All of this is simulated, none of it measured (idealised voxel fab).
process module | voxel fin reveal
cross-section cut | 300 nm wide | cells 5 nm
A cross-section is a grid of square cells, given in bands from the top down. A band is one or more rows of cells.
Each band's line starts with the height of the band's top and of its bottom, in nm. Then come its materials from left to right, each with its width in nm. One material with "throughout" fills the band from edge to edge. "air" is empty space.
Height 0 is the level under which the wafer as received is all one material. The lowest band goes on downwards, as in "0 down".
A width such as "30 to 40" changes by the same amount from each row of cells to the next, from the band's top row to its bottom row.
"no change" after a step means that no cell of the cross-section changed.
closed voids: empty space of 8 cells or more with no open way to the top, each as width x height at its distance from the left edge, in nm
after a step's settings: what the simulator itself notes on the step
overlay nm, on a step with a mask: how far to the right of its planned place the mask lay; to the left if negative
plan
1 op RECEIVE | material Si
2 op CONFORMAL_DEP | material SiN | thk nm 10
3 op PATTERN | tone cover | mask id FINS | material resist | width nm 15 | pitch nm 35 | thk nm 15 | overlay nm 0
4 op DIRECTIONAL_ETCH | etch materials SiN | depth nm 10
5 op DIRECTIONAL_ETCH | etch materials Si | depth nm 35
6 op STRIP | etch materials resist
7 op FILL_DEP | material SiO2 | thk nm 10
8 op CMP | height nm 10
9 op SELECTIVE_ETCH | etch materials SiO2 | depth nm 35
10 op STRIP | etch materials SiN
11 op CONFORMAL_DEP | material SiO2 | thk nm 5
as received, after step 1
  0 down: Si throughout
  closed voids: none
a wafer at the end: this start, this plan, one mistake
  5 to 0: air 100 | SiO2 25 | air 10 | SiO2 25 | air 10 | SiO2 25 | air 105
  0 to -20: air 100 | SiO2 5 | Si 15 | SiO2 5 | air 10 | SiO2 5 | Si 15 | SiO2 5 | air 10 | SiO2 5 | Si 15 | SiO2 5 | air 105
  -20 to -25: SiO2 105 | Si 15 | SiO2 20 | Si 15 | SiO2 20 | Si 15 | SiO2 110
  -25 down: Si throughout
  closed voids: none
what went wrong: step 5 ran as: op DIRECTIONAL_ETCH | etch materials Si | depth nm 25
